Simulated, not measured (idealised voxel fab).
Process module heading - voxel capacitor over wiring
The figure presents cross-section cut, which has a width of 220 nm and is divided into square cells with an edge length of 5 nm.
A cross-section in this document is a grid of square cells, and it is written down as bands, the top band listed before the ones below it; a band is made up of one or more rows of cells. Heads up on the band format: heights come first, top then bottom, in nm. After that it's the materials left to right, each with its width in nm. A single material flagged "full width" fills the whole band edge to edge, and "air" means there's empty space there. Beneath 0, the wafer as received is one material, and that level is where height counting begins. The lowest band goes on downward without a bottom; it is written like "z 0 and below". Per-row width for "30 to 40": begins at first number (top row of band), ends at second number (bottom row), increment between rows held constant. "no modification" means the step left every cell of the cross-section as it was. Any empty space of 8 cells or more lacking an open way to the top shows up in "Trapped voids" as width x height at distance, distance from the left edge, in nm. Post-settings text on a step line: simulator's own remark regarding the step. "overlay nm" answers the question of how far to the right of plan the mask lay on a step that has a mask, and when it is negative the answer is to the left. Pairs follow: section before one process step, section after it down to the lowest changed band, step with settings underneath. Pairs may come from different runs of this module on the same starting wafer; continuity with the pair above only as stated in the "Pre-step view" entry.
# Pre-step view
    z 100 to 95  SiO2 80 nm / TiN 5 nm / Cu 5 nm / TiN 5 nm / SiO2 125 nm
    z 95 to 90  SiO2 80 nm / TiN 15 nm / SiO2 125 nm
    z 90 to 85  SiO2 70 nm / TiN 5 nm / SiO2 5 nm / TiN 45 nm / SiO2 95 nm
    z 85 to 80  SiO2 70 nm / TiN 55 nm / SiO2 95 nm
    z 80 to 75  SiO2 70 nm / HfO2 5 nm / TiN 5 nm / HfO2 45 nm / SiO2 95 nm
    z 75 to 70  Ru 75 nm / HfO2 5 nm / Ru 140 nm
    z 70 to 65  TiN 70 nm / Ru 15 nm / TiN 135 nm
    z 65 to 60  TiN full width
    z 60 to 55  lowk 70 nm / TiN 15 nm / lowk 135 nm
    z 55 to 50  lowk 70 nm / Ru 15 nm / lowk 135 nm
    z 50 to 45  SiCN 70 nm / Ru 15 nm / SiCN 135 nm
    z 45 to 40  SiCN 55 nm / Ru 35 nm / SiCN 40 nm / Ru 35 nm / SiCN 55 nm
    z 40 to 20  SiO2 60 nm / TiN 5 nm / Ru 15 nm / TiN 5 nm / SiO2 50 nm / TiN 5 nm / Ru 15 nm / TiN 5 nm / SiO2 60 nm
    z 20 to 15  SiCN 60 nm / TiN 25 nm / SiCN 50 nm / TiN 25 nm / SiCN 60 nm
    z 15 to 0  SiO2 full width
    z 0 and below  Si full width
    Trapped voids: none
# After the Step
    z 105 to 100  SiN full width
    Everything below 100 is unchanged.
    Trapped voids: none
Between the two cross-sections you see above, the step is CONFORMAL_DEP, material SiN, thk nm 5
# Pre-step view
    z 15 to 0  SiO2 full width
    z 0 and below  Si full width
    Trapped voids: none
# After the Step
    z 30 to 15  SiCN full width
    Everything below 15 is unchanged.
    Trapped voids: none
Between the two cross-sections you see above, the step is CONFORMAL_DEP, material SiCN, thk nm 15
Pre-step view: The pre-step condition corresponds to the post-step cross-section depicted in the pair directly above.
# After the Step
    z 50 to 30  SiO2 full width
    Everything below 30 is unchanged.
    Trapped voids: none
Between the two cross-sections you see above, the step is DIRECTIONAL_DEP, material SiO2, thk nm 20
Pre-step view: The pre-step condition corresponds to the post-step cross-section depicted in the pair directly above.
# After the Step
    z 60 to 50  aC full width
    Everything below 50 is unchanged.
    Trapped voids: none
Between the two cross-sections you see above, the step is DIRECTIONAL_DEP, material aC, thk nm 10
Pre-step view: The pre-step condition corresponds to the post-step cross-section depicted in the pair directly above.
# After the Step
    z 85 to 60  resist 60 nm / air 25 nm / resist 50 nm / air 25 nm / resist 60 nm
    Everything below 60 is unchanged.
    Trapped voids: none
Between the two cross-sections you see above, the step is PATTERN, tone open, mask id METAL_1, material resist, width nm 25, pitch nm 75, thk nm 25, overlay nm 0
Pre-step view: The pre-step condition corresponds to the post-step cross-section depicted in the pair directly above.
# After the Step
    z 75 to 60  resist 60 nm / air 25 nm / resist 50 nm / air 25 nm / resist 60 nm
    z 60 to 50  aC 60 nm / air 25 nm / aC 50 nm / air 25 nm / aC 60 nm
    Everything below 50 is unchanged.
    Trapped voids: none
Between the two cross-sections you see above, the step is DIRECTIONAL_ETCH, etch materials aC, depth nm 10
Pre-step view: The pre-step condition corresponds to the post-step cross-section depicted in the pair directly above.
# After the Step
    z 60 to 50  aC 60 nm / air 25 nm / aC 50 nm / air 25 nm / aC 60 nm
    Everything below 50 is unchanged.
    Trapped voids: none
Between the two cross-sections you see above, the step is STRIP, etch materials resist
Pre-step view: The pre-step condition corresponds to the post-step cross-section depicted in the pair directly above.
# After the Step
    z 60 to 50  aC 60 nm / air 25 nm / aC 50 nm / air 25 nm / aC 60 nm
    z 50 to 30  SiO2 60 nm / air 25 nm / SiO2 50 nm / air 25 nm / SiO2 60 nm
    Everything below 30 is unchanged.
    Trapped voids: none
Between the two cross-sections you see above, the step is DIRECTIONAL_ETCH, etch materials SiO2, depth nm 20
Pre-step view: The pre-step condition corresponds to the post-step cross-section depicted in the pair directly above.
# After the Step
    z 60 to 50  aC 60 nm / air 25 nm / aC 50 nm / air 25 nm / aC 60 nm
    z 50 to 30  SiO2 60 nm / air 25 nm / SiO2 50 nm / air 25 nm / SiO2 60 nm
    z 30 to 25  SiCN 60 nm / air 25 nm / SiCN 50 nm / air 25 nm / SiCN 60 nm
    Everything below 25 is unchanged.
    Trapped voids: none
Between the two cross-sections you see above, the step is DIRECTIONAL_ETCH, etch materials SiCN, depth nm 5
Pre-step view: The pre-step condition corresponds to the post-step cross-section depicted in the pair directly above.
# After the Step
    z 50 to 30  SiO2 60 nm / air 25 nm / SiO2 50 nm / air 25 nm / SiO2 60 nm
    Everything below 30 is unchanged.
    Trapped voids: none
Between the two cross-sections you see above, the step is STRIP, etch materials aC
Pre-step view: The pre-step condition corresponds to the post-step cross-section depicted in the pair directly above.
# After the Step
    z 55 to 50  TiN 65 nm / air 15 nm / TiN 60 nm / air 15 nm / TiN 65 nm
    z 50 to 30  SiO2 60 nm / TiN 5 nm / air 15 nm / TiN 5 nm / SiO2 50 nm / TiN 5 nm / air 15 nm / TiN 5 nm / SiO2 60 nm
    z 30 to 25  SiCN 60 nm / TiN 25 nm / SiCN 50 nm / TiN 25 nm / SiCN 60 nm
    Everything below 25 is unchanged.
    Trapped voids: none
Between the two cross-sections you see above, the step is CONFORMAL_DEP, material TiN, thk nm 5
Pre-step view: The pre-step condition corresponds to the post-step cross-section depicted in the pair directly above.
# After the Step
    z 65 to 55  Ru full width
    z 55 to 50  TiN 65 nm / Ru 15 nm / TiN 60 nm / Ru 15 nm / TiN 65 nm
    z 50 to 30  SiO2 60 nm / TiN 5 nm / Ru 15 nm / TiN 5 nm / SiO2 50 nm / TiN 5 nm / Ru 15 nm / TiN 5 nm / SiO2 60 nm
    Everything below 30 is unchanged.
    Trapped voids: none
Between the two cross-sections you see above, the step is FILL_DEP, material Ru, thk nm 10
Pre-step view: The pre-step condition corresponds to the post-step cross-section depicted in the pair directly above.
# After the Step
    z 40 to 30  SiO2 60 nm / TiN 5 nm / Ru 15 nm / TiN 5 nm / SiO2 50 nm / TiN 5 nm / Ru 15 nm / TiN 5 nm / SiO2 60 nm
    Everything below 30 is unchanged.
    Trapped voids: none
Between the two cross-sections you see above, the step is CMP, height nm 40
Pre-step view: The pre-step condition corresponds to the post-step cross-section depicted in the pair directly above.
# After the Step
    z 45 to 40  air 55 nm / Ru 35 nm / air 40 nm / Ru 35 nm / air 55 nm
    Everything below 40 is unchanged.
    Trapped voids: none
Between the two cross-sections you see above, the step is EPI, material Ru, thk nm 5
Pre-step view: The pre-step condition corresponds to the post-step cross-section depicted in the pair directly above.
# After the Step
    z 50 to 45  SiCN full width
    z 45 to 40  SiCN 55 nm / Ru 35 nm / SiCN 40 nm / Ru 35 nm / SiCN 55 nm
    Everything below 40 is unchanged.
    Trapped voids: none
Between the two cross-sections you see above, the step is FILL_DEP, material SiCN, thk nm 5
Pre-step view: The pre-step condition corresponds to the post-step cross-section depicted in the pair directly above.
# After the Step
    z 60 to 50  lowk full width
    Everything below 50 is unchanged.
    Trapped voids: none
Between the two cross-sections you see above, the step is DIRECTIONAL_DEP, material lowk, thk nm 10
Pre-step view: The pre-step condition corresponds to the post-step cross-section depicted in the pair directly above.
# After the Step
    z 80 to 60  resist 70 nm / air 15 nm / resist 135 nm
    Everything below 60 is unchanged.
    Trapped voids: none
Between the two cross-sections you see above, the step is PATTERN, tone open, mask id PLUG_1, material resist, width nm 15, thk nm 20, overlay nm 0
Pre-step view: The pre-step condition corresponds to the post-step cross-section depicted in the pair directly above.
# After the Step
    z 80 to 60  resist 70 nm / air 15 nm / resist 135 nm
    z 60 to 50  lowk 70 nm / air 15 nm / lowk 135 nm
    Everything below 50 is unchanged.
    Trapped voids: none
Between the two cross-sections you see above, the step is DIRECTIONAL_ETCH, etch materials lowk, depth nm 10
Pre-step view: The pre-step condition corresponds to the post-step cross-section depicted in the pair directly above.
# After the Step
    z 80 to 60  resist 70 nm / air 15 nm / resist 135 nm
    z 60 to 50  lowk 70 nm / air 15 nm / lowk 135 nm
    z 50 to 45  SiCN 70 nm / air 15 nm / SiCN 135 nm
    Everything below 45 is unchanged.
    Trapped voids: none
Between the two cross-sections you see above, the step is DIRECTIONAL_ETCH, etch materials SiCN, depth nm 5
Pre-step view: The pre-step condition corresponds to the post-step cross-section depicted in the pair directly above.
# After the Step
    z 60 to 50  lowk 70 nm / air 15 nm / lowk 135 nm
    Everything below 50 is unchanged.
    Trapped voids: none
Between the two cross-sections you see above, the step is STRIP, etch materials resist
Pre-step view: The pre-step condition corresponds to the post-step cross-section depicted in the pair directly above.
# After the Step
    z 60 to 55  lowk 70 nm / air 15 nm / lowk 135 nm
    z 55 to 50  lowk 70 nm / Ru 15 nm / lowk 135 nm
    z 50 to 45  SiCN 70 nm / Ru 15 nm / SiCN 135 nm
    Everything below 45 is unchanged.
    Trapped voids: none
Between the two cross-sections you see above, the step is EPI, material Ru, thk nm 10
Pre-step view: The pre-step condition corresponds to the post-step cross-section depicted in the pair directly above.
# After the Step
    z 60 to 50  lowk 70 nm / Ru 15 nm / lowk 135 nm
    Everything below 50 is unchanged.
    Trapped voids: none
Between the two cross-sections you see above, the step is EPI, material Ru, thk nm 5
Pre-step view: The pre-step condition corresponds to the post-step cross-section depicted in the pair directly above.
# After the Step
    z 70 to 60  TiN full width
    Everything below 60 is unchanged.
    Trapped voids: none
Between the two cross-sections you see above, the step is DIRECTIONAL_DEP, material TiN, thk nm 10
Pre-step view: The pre-step condition corresponds to the post-step cross-section depicted in the pair directly above.
# After the Step
    z 75 to 70  HfO2 full width
    Everything below 70 is unchanged.
    Trapped voids: none
Between the two cross-sections you see above, the step is DIRECTIONAL_DEP, material HfO2, thk nm 5
Pre-step view: The pre-step condition corresponds to the post-step cross-section depicted in the pair directly above.
# After the Step
    z 85 to 75  TiN full width
    Everything below 75 is unchanged.
    Trapped voids: none
Between the two cross-sections you see above, the step is DIRECTIONAL_DEP, material TiN, thk nm 10
Pre-step view: The pre-step condition corresponds to the post-step cross-section depicted in the pair directly above.
# After the Step
    z 95 to 85  aC full width
    Everything below 85 is unchanged.
    Trapped voids: none
Between the two cross-sections you see above, the step is DIRECTIONAL_DEP, material aC, thk nm 10
Pre-step view: The pre-step condition corresponds to the post-step cross-section depicted in the pair directly above.
# After the Step
    z 125 to 95  air 70 nm / resist 55 nm / air 95 nm
    Everything below 95 is unchanged.
    Trapped voids: none
Between the two cross-sections you see above, the step is PATTERN, tone cover, mask id UPPER_PLATE, material resist, width nm 55, thk nm 30, overlay nm 0
Pre-step view: The pre-step condition corresponds to the post-step cross-section depicted in the pair directly above.
# After the Step
    z 115 to 95  air 70 nm / resist 55 nm / air 95 nm
    z 95 to 85  air 70 nm / aC 55 nm / air 95 nm
    Everything below 85 is unchanged.
    Trapped voids: none
Between the two cross-sections you see above, the step is DIRECTIONAL_ETCH, etch materials aC, depth nm 10
Pre-step view: The pre-step condition corresponds to the post-step cross-section depicted in the pair directly above.
# After the Step
    z 95 to 85  air 70 nm / aC 55 nm / air 95 nm
    Everything below 85 is unchanged.
    Trapped voids: none
Between the two cross-sections you see above, the step is STRIP, etch materials resist
Pre-step view: The pre-step condition corresponds to the post-step cross-section depicted in the pair directly above.
# After the Step
    z 95 to 85  air 70 nm / aC 55 nm / air 95 nm
    z 85 to 75  air 70 nm / TiN 55 nm / air 95 nm
    Everything below 75 is unchanged.
    Trapped voids: none
Between the two cross-sections you see above, the step is DIRECTIONAL_ETCH, etch materials TiN, depth nm 10
Pre-step view: The pre-step condition corresponds to the post-step cross-section depicted in the pair directly above.
# After the Step
    z 95 to 85  air 70 nm / aC 55 nm / air 95 nm
    z 85 to 75  air 70 nm / TiN 55 nm / air 95 nm
    z 75 to 70  air 70 nm / HfO2 55 nm / air 95 nm
    Everything below 70 is unchanged.
    Trapped voids: none
Between the two cross-sections you see above, the step is DIRECTIONAL_ETCH, etch materials HfO2, depth nm 5
Pre-step view: The pre-step condition corresponds to the post-step cross-section depicted in the pair directly above.
# After the Step
    z 85 to 75  air 70 nm / TiN 55 nm / air 95 nm
    Everything below 75 is unchanged.
    Trapped voids: none
Between the two cross-sections you see above, the step is STRIP, etch materials aC
Pre-step view: The pre-step condition corresponds to the post-step cross-section depicted in the pair directly above.
# After the Step
    z 95 to 85  air 70 nm / aC 55 nm / air 95 nm
    z 85 to 80  air 70 nm / TiN 55 nm / air 95 nm
    z 80 to 75  aC 70 nm / TiN 55 nm / aC 95 nm
    z 75 to 70  aC 70 nm / HfO2 55 nm / aC 95 nm
    Everything below 70 is unchanged.
    Trapped voids: none
Between the two cross-sections you see above, the step is DIRECTIONAL_DEP, material aC, thk nm 10
Pre-step view: The pre-step condition corresponds to the post-step cross-section depicted in the pair directly above.
# After the Step
    z 120 to 95  air 65 nm / resist 65 nm / air 90 nm
    z 95 to 85  air 65 nm / resist 5 nm / aC 55 nm / resist 5 nm / air 90 nm
    z 85 to 80  air 65 nm / resist 5 nm / TiN 55 nm / resist 5 nm / air 90 nm
    Everything below 80 is unchanged.
    Trapped voids: none
Between the two cross-sections you see above, the step is PATTERN, tone cover, mask id LOWER_PLATE, material resist, width nm 65, thk nm 25, overlay nm 0
Pre-step view: The pre-step condition corresponds to the post-step cross-section depicted in the pair directly above.
# After the Step
    z 110 to 95  air 65 nm / resist 65 nm / air 90 nm
    z 95 to 85  air 65 nm / resist 5 nm / aC 55 nm / resist 5 nm / air 90 nm
    z 85 to 80  air 65 nm / resist 5 nm / TiN 55 nm / resist 5 nm / air 90 nm
    z 80 to 75  air 65 nm / aC 5 nm / TiN 55 nm / aC 5 nm / air 90 nm
    z 75 to 70  air 65 nm / aC 5 nm / HfO2 55 nm / aC 5 nm / air 90 nm
    Everything below 70 is unchanged.
    Trapped voids: none
Between the two cross-sections you see above, the step is DIRECTIONAL_ETCH, etch materials aC, depth nm 10
Pre-step view: The pre-step condition corresponds to the post-step cross-section depicted in the pair directly above.
# After the Step
    z 95 to 85  air 70 nm / aC 55 nm / air 95 nm
    z 85 to 80  air 70 nm / TiN 55 nm / air 95 nm
    Everything below 80 is unchanged.
    Trapped voids: none
Between the two cross-sections you see above, the step is STRIP, etch materials resist
Pre-step view: The pre-step condition corresponds to the post-step cross-section depicted in the pair directly above.
# After the Step
    z 95 to 85  air 70 nm / aC 55 nm / air 95 nm
    z 85 to 80  air 70 nm / TiN 55 nm / air 95 nm
    z 80 to 75  air 65 nm / aC 5 nm / TiN 55 nm / aC 5 nm / air 90 nm
    z 75 to 70  air 65 nm / aC 5 nm / HfO2 55 nm / aC 5 nm / air 90 nm
    z 70 to 60  air 65 nm / TiN 65 nm / air 90 nm
    Everything below 60 is unchanged.
    Trapped voids: none
Between the two cross-sections you see above, the step is DIRECTIONAL_ETCH, etch materials TiN, depth nm 10
Pre-step view: The pre-step condition corresponds to the post-step cross-section depicted in the pair directly above.
# After the Step
    z 85 to 75  air 70 nm / TiN 55 nm / air 95 nm
    z 75 to 70  air 70 nm / HfO2 55 nm / air 95 nm
    Everything below 70 is unchanged.
    Trapped voids: none
Between the two cross-sections you see above, the step is STRIP, etch materials aC
Pre-step view: The pre-step condition corresponds to the post-step cross-section depicted in the pair directly above.
# After the Step
    z 105 to 85  SiO2 full width
    z 85 to 75  SiO2 70 nm / TiN 55 nm / SiO2 95 nm
    z 75 to 70  SiO2 70 nm / HfO2 55 nm / SiO2 95 nm
    z 70 to 60  SiO2 65 nm / TiN 65 nm / SiO2 90 nm
    Everything below 60 is unchanged.
    Trapped voids: none
Between the two cross-sections you see above, the step is FILL_DEP, material SiO2, thk nm 20
Pre-step view: The pre-step condition corresponds to the post-step cross-section depicted in the pair directly above.
# After the Step
    z 100 to 85  SiO2 full width
    Everything below 85 is unchanged.
    Trapped voids: none
Between the two cross-sections you see above, the step is CMP, height nm 100
Pre-step view: The pre-step condition corresponds to the post-step cross-section depicted in the pair directly above.
# After the Step
    z 100 to 85  SiO2 80 nm / air 15 nm / SiO2 125 nm
    Everything below 85 is unchanged.
    Trapped voids: none
Between the two cross-sections you see above, the step is MASKED_ETCH, tone open, mask id PLUG_2, width nm 15, etch materials SiO2, depth nm 15, overlay nm 0
Pre-step view: The pre-step condition corresponds to the post-step cross-section depicted in the pair directly above.
# After the Step
    z 105 to 100  TiN 85 nm / air 5 nm / TiN 130 nm
    z 100 to 90  SiO2 80 nm / TiN 5 nm / air 5 nm / TiN 5 nm / SiO2 125 nm
    z 90 to 85  SiO2 80 nm / TiN 15 nm / SiO2 125 nm
    Everything below 85 is unchanged.
    Trapped voids: none
Between the two cross-sections you see above, the step is CONFORMAL_DEP, material TiN, thk nm 5
Pre-step view: The pre-step condition corresponds to the post-step cross-section depicted in the pair directly above.
# After the Step
    z 110 to 105  Cu full width
    z 105 to 100  TiN 85 nm / Cu 5 nm / TiN 130 nm
    z 100 to 90  SiO2 80 nm / TiN 5 nm / Cu 5 nm / TiN 5 nm / SiO2 125 nm
    Everything below 90 is unchanged.
    Trapped voids: none
Between the two cross-sections you see above, the step is FILL_DEP, material Cu, thk nm 5
Pre-step view: The pre-step condition corresponds to the post-step cross-section depicted in the pair directly above.
# After the Step
    z 100 to 90  SiO2 80 nm / TiN 5 nm / Cu 5 nm / TiN 5 nm / SiO2 125 nm
    Everything below 90 is unchanged.
    Trapped voids: none
Between the two cross-sections you see above, the step is CMP, height nm 100
Pre-step view: The pre-step condition corresponds to the post-step cross-section depicted in the pair directly above.
# After the Step
    z 105 to 100  SiN full width
    Everything below 100 is unchanged.
    Trapped voids: none
Between the two cross-sections you see above, the step is CONFORMAL_DEP, material SiN, thk nm 5
# Pre-step view
    z 100 to 85  SiO2 full width
    z 85 to 75  SiO2 70 nm / TiN 55 nm / SiO2 95 nm
    z 75 to 70  SiO2 70 nm / HfO2 55 nm / SiO2 95 nm
    z 70 to 60  SiO2 65 nm / TiN 65 nm / SiO2 90 nm
    z 60 to 50  lowk 70 nm / Ru 15 nm / lowk 135 nm
    z 50 to 45  SiCN 70 nm / Ru 15 nm / SiCN 135 nm
    z 45 to 40  SiCN 55 nm / Ru 35 nm / SiCN 40 nm / Ru 35 nm / SiCN 55 nm
    z 40 to 20  SiO2 60 nm / TiN 5 nm / Ru 15 nm / TiN 5 nm / SiO2 50 nm / TiN 5 nm / Ru 15 nm / TiN 5 nm / SiO2 60 nm
    z 20 to 15  SiCN 60 nm / TiN 25 nm / SiCN 50 nm / TiN 25 nm / SiCN 60 nm
    z 15 to 0  SiO2 full width
    z 0 and below  Si full width
    Trapped voids: none
# After the Step
    z 100 to 85  SiO2 75 nm / air 25 nm / SiO2 120 nm
    Everything below 85 is unchanged.
    Trapped voids: none
Between the two cross-sections you see above, the step is MASKED_ETCH, tone open, mask id PLUG_2, width nm 25, etch materials SiO2, depth nm 15, overlay nm 0
Pre-step view: The pre-step condition corresponds to the post-step cross-section depicted in the pair directly above.
# After the Step
    z 105 to 100  TiN 80 nm / air 15 nm / TiN 125 nm
    z 100 to 90  SiO2 75 nm / TiN 5 nm / air 15 nm / TiN 5 nm / SiO2 120 nm
    z 90 to 85  SiO2 75 nm / TiN 25 nm / SiO2 120 nm
    Everything below 85 is unchanged.
    Trapped voids: none
Between the two cross-sections you see above, the step is CONFORMAL_DEP, material TiN, thk nm 5
Pre-step view: The pre-step condition corresponds to the post-step cross-section depicted in the pair directly above.
# After the Step
    z 110 to 105  Cu full width
    z 105 to 100  TiN 80 nm / Cu 15 nm / TiN 125 nm
    z 100 to 90  SiO2 75 nm / TiN 5 nm / Cu 15 nm / TiN 5 nm / SiO2 120 nm
    Everything below 90 is unchanged.
    Trapped voids: none
Between the two cross-sections you see above, the step is FILL_DEP, material Cu, thk nm 5
Pre-step view: The pre-step condition corresponds to the post-step cross-section depicted in the pair directly above.
# After the Step
    z 100 to 90  SiO2 75 nm / TiN 5 nm / Cu 15 nm / TiN 5 nm / SiO2 120 nm
    Everything below 90 is unchanged.
    Trapped voids: none
Between the two cross-sections you see above, the step is CMP, height nm 100
Pre-step view: The pre-step condition corresponds to the post-step cross-section depicted in the pair directly above.
# After the Step
    z 105 to 100  SiN full width
    Everything below 100 is unchanged.
    Trapped voids: none
Between the two cross-sections you see above, the step is CONFORMAL_DEP, material SiN, thk nm 5
# Pre-step view
    z 95 to 85  aC full width
    z 85 to 75  TiN full width
    z 75 to 70  HfO2 full width
    z 70 to 60  TiN full width
    z 60 to 50  lowk 70 nm / Ru 15 nm / lowk 135 nm
    z 50 to 45  SiCN 70 nm / Ru 15 nm / SiCN 135 nm
    z 45 to 40  SiCN 55 nm / Ru 35 nm / SiCN 40 nm / Ru 35 nm / SiCN 55 nm
    z 40 to 20  SiO2 60 nm / TiN 5 nm / Ru 15 nm / TiN 5 nm / SiO2 50 nm / TiN 5 nm / Ru 15 nm / TiN 5 nm / SiO2 60 nm
    z 20 to 15  SiCN 60 nm / TiN 25 nm / SiCN 50 nm / TiN 25 nm / SiCN 60 nm
    z 15 to 0  SiO2 full width
    z 0 and below  Si full width
    Trapped voids: none
# After the Step
    z 125 to 95  air 60 nm / resist 55 nm / air 105 nm
    Everything below 95 is unchanged.
    Trapped voids: none
Between the two cross-sections you see above, the step is PATTERN, tone cover, mask id UPPER_PLATE, material resist, width nm 55, thk nm 30, overlay nm -10
Pre-step view: The pre-step condition corresponds to the post-step cross-section depicted in the pair directly above.
# After the Step
    z 115 to 95  air 60 nm / resist 55 nm / air 105 nm
    z 95 to 85  air 60 nm / aC 55 nm / air 105 nm
    Everything below 85 is unchanged.
    Trapped voids: none
Between the two cross-sections you see above, the step is DIRECTIONAL_ETCH, etch materials aC, depth nm 10
Pre-step view: The pre-step condition corresponds to the post-step cross-section depicted in the pair directly above.
# After the Step
    z 95 to 85  air 60 nm / aC 55 nm / air 105 nm
    Everything below 85 is unchanged.
    Trapped voids: none
Between the two cross-sections you see above, the step is STRIP, etch materials resist
Pre-step view: The pre-step condition corresponds to the post-step cross-section depicted in the pair directly above.
# After the Step
    z 95 to 85  air 60 nm / aC 55 nm / air 105 nm
    z 85 to 75  air 60 nm / TiN 55 nm / air 105 nm
    Everything below 75 is unchanged.
    Trapped voids: none
Between the two cross-sections you see above, the step is DIRECTIONAL_ETCH, etch materials TiN, depth nm 10
Pre-step view: The pre-step condition corresponds to the post-step cross-section depicted in the pair directly above.
# After the Step
    z 95 to 85  air 60 nm / aC 55 nm / air 105 nm
    z 85 to 75  air 60 nm / TiN 55 nm / air 105 nm
    z 75 to 70  air 60 nm / HfO2 55 nm / air 105 nm
    Everything below 70 is unchanged.
    Trapped voids: none
Between the two cross-sections you see above, the step is DIRECTIONAL_ETCH, etch materials HfO2, depth nm 5
Pre-step view: The pre-step condition corresponds to the post-step cross-section depicted in the pair directly above.
# After the Step
    z 85 to 75  air 60 nm / TiN 55 nm / air 105 nm
    Everything below 75 is unchanged.
    Trapped voids: none
Between the two cross-sections you see above, the step is STRIP, etch materials aC
Pre-step view: The pre-step condition corresponds to the post-step cross-section depicted in the pair directly above.
# After the Step
    z 95 to 85  air 60 nm / aC 55 nm / air 105 nm
    z 85 to 80  air 60 nm / TiN 55 nm / air 105 nm
    z 80 to 75  aC 60 nm / TiN 55 nm / aC 105 nm
    z 75 to 70  aC 60 nm / HfO2 55 nm / aC 105 nm
    Everything below 70 is unchanged.
    Trapped voids: none
Between the two cross-sections you see above, the step is DIRECTIONAL_DEP, material aC, thk nm 10
Pre-step view: The pre-step condition corresponds to the post-step cross-section depicted in the pair directly above.
# After the Step
    z 120 to 95  air 65 nm / resist 65 nm / air 90 nm
    z 95 to 85  air 60 nm / aC 55 nm / resist 15 nm / air 90 nm
    z 85 to 80  air 60 nm / TiN 55 nm / resist 15 nm / air 90 nm
    Everything below 80 is unchanged.
    Trapped voids: none
Between the two cross-sections you see above, the step is PATTERN, tone cover, mask id LOWER_PLATE, material resist, width nm 65, thk nm 25, overlay nm 0
Pre-step view: The pre-step condition corresponds to the post-step cross-section depicted in the pair directly above.
# After the Step
    z 110 to 95  air 65 nm / resist 65 nm / air 90 nm
    z 95 to 85  air 65 nm / aC 50 nm / resist 15 nm / air 90 nm
    z 85 to 80  air 60 nm / TiN 55 nm / resist 15 nm / air 90 nm
    z 80 to 75  air 60 nm / TiN 55 nm / aC 15 nm / air 90 nm
    z 75 to 70  air 60 nm / HfO2 55 nm / aC 15 nm / air 90 nm
    Everything below 70 is unchanged.
    Trapped voids: none
Between the two cross-sections you see above, the step is DIRECTIONAL_ETCH, etch materials aC, depth nm 10
Pre-step view: The pre-step condition corresponds to the post-step cross-section depicted in the pair directly above.
# After the Step
    z 95 to 85  air 65 nm / aC 50 nm / air 105 nm
    z 85 to 80  air 60 nm / TiN 55 nm / air 105 nm
    Everything below 80 is unchanged.
    Trapped voids: none
Between the two cross-sections you see above, the step is STRIP, etch materials resist
Pre-step view: The pre-step condition corresponds to the post-step cross-section depicted in the pair directly above.
# After the Step
    z 95 to 85  air 65 nm / aC 50 nm / air 105 nm
    z 85 to 80  air 65 nm / TiN 50 nm / air 105 nm
    z 80 to 75  air 65 nm / TiN 50 nm / aC 15 nm / air 90 nm
    z 75 to 70  air 60 nm / HfO2 55 nm / aC 15 nm / air 90 nm
    z 70 to 60  air 60 nm / TiN 70 nm / air 90 nm
    Everything below 60 is unchanged.
    Trapped voids: none
Between the two cross-sections you see above, the step is DIRECTIONAL_ETCH, etch materials TiN, depth nm 10
Pre-step view: The pre-step condition corresponds to the post-step cross-section depicted in the pair directly above.
# After the Step
    z 85 to 75  air 65 nm / TiN 50 nm / air 105 nm
    z 75 to 70  air 60 nm / HfO2 55 nm / air 105 nm
    Everything below 70 is unchanged.
    Trapped voids: none
Between the two cross-sections you see above, the step is STRIP, etch materials aC
Pre-step view: The pre-step condition corresponds to the post-step cross-section depicted in the pair directly above.
# After the Step
    z 105 to 85  SiO2 full width
    z 85 to 75  SiO2 65 nm / TiN 50 nm / SiO2 105 nm
    z 75 to 70  SiO2 60 nm / HfO2 55 nm / SiO2 105 nm
    z 70 to 60  SiO2 60 nm / TiN 70 nm / SiO2 90 nm
    Everything below 60 is unchanged.
    Trapped voids: none
Between the two cross-sections you see above, the step is FILL_DEP, material SiO2, thk nm 20
Pre-step view: The pre-step condition corresponds to the post-step cross-section depicted in the pair directly above.
# After the Step
    z 100 to 85  SiO2 full width
    Everything below 85 is unchanged.
    Trapped voids: none
Between the two cross-sections you see above, the step is CMP, height nm 100
Pre-step view: The pre-step condition corresponds to the post-step cross-section depicted in the pair directly above.
# After the Step
    z 100 to 85  SiO2 80 nm / air 15 nm / SiO2 125 nm
    Everything below 85 is unchanged.
    Trapped voids: none
Between the two cross-sections you see above, the step is MASKED_ETCH, tone open, mask id PLUG_2, width nm 15, etch materials SiO2, depth nm 15, overlay nm 0
Pre-step view: The pre-step condition corresponds to the post-step cross-section depicted in the pair directly above.
# After the Step
    z 105 to 100  TiN 85 nm / air 5 nm / TiN 130 nm
    z 100 to 90  SiO2 80 nm / TiN 5 nm / air 5 nm / TiN 5 nm / SiO2 125 nm
    z 90 to 85  SiO2 80 nm / TiN 15 nm / SiO2 125 nm
    Everything below 85 is unchanged.
    Trapped voids: none
Between the two cross-sections you see above, the step is CONFORMAL_DEP, material TiN, thk nm 5
Pre-step view: The pre-step condition corresponds to the post-step cross-section depicted in the pair directly above.
# After the Step
    z 110 to 105  Cu full width
    z 105 to 100  TiN 85 nm / Cu 5 nm / TiN 130 nm
    z 100 to 90  SiO2 80 nm / TiN 5 nm / Cu 5 nm / TiN 5 nm / SiO2 125 nm
    Everything below 90 is unchanged.
    Trapped voids: none
Between the two cross-sections you see above, the step is FILL_DEP, material Cu, thk nm 5
Pre-step view: The pre-step condition corresponds to the post-step cross-section depicted in the pair directly above.
# After the Step
    z 100 to 90  SiO2 80 nm / TiN 5 nm / Cu 5 nm / TiN 5 nm / SiO2 125 nm
    Everything below 90 is unchanged.
    Trapped voids: none
Between the two cross-sections you see above, the step is CMP, height nm 100
Pre-step view: The pre-step condition corresponds to the post-step cross-section depicted in the pair directly above.
# After the Step
    z 105 to 100  SiN full width
    Everything below 100 is unchanged.
    Trapped voids: none
Between the two cross-sections you see above, the step is CONFORMAL_DEP, material SiN, thk nm 5
# Pre-step view
    z 20 to 15  SiCN full width
    z 15 to 0  SiO2 full width
    z 0 and below  Si full width
    Trapped voids: none
# After the Step
    z 40 to 20  TiN full width
    Everything below 20 is unchanged.
    Trapped voids: none
Between the two cross-sections you see above, the step is DIRECTIONAL_DEP, material TiN, thk nm 20
Pre-step view: The pre-step condition corresponds to the post-step cross-section depicted in the pair directly above.
# After the Step
    z 50 to 40  aC full width
    Everything below 40 is unchanged.
    Trapped voids: none
Between the two cross-sections you see above, the step is DIRECTIONAL_DEP, material aC, thk nm 10
Pre-step view: The pre-step condition corresponds to the post-step cross-section depicted in the pair directly above.
# After the Step
    z 75 to 50  resist 60 nm / air 25 nm / resist 50 nm / air 25 nm / resist 60 nm
    Everything below 50 is unchanged.
    Trapped voids: none
Between the two cross-sections you see above, the step is PATTERN, tone open, mask id METAL_1, material resist, width nm 25, pitch nm 75, thk nm 25, overlay nm 0
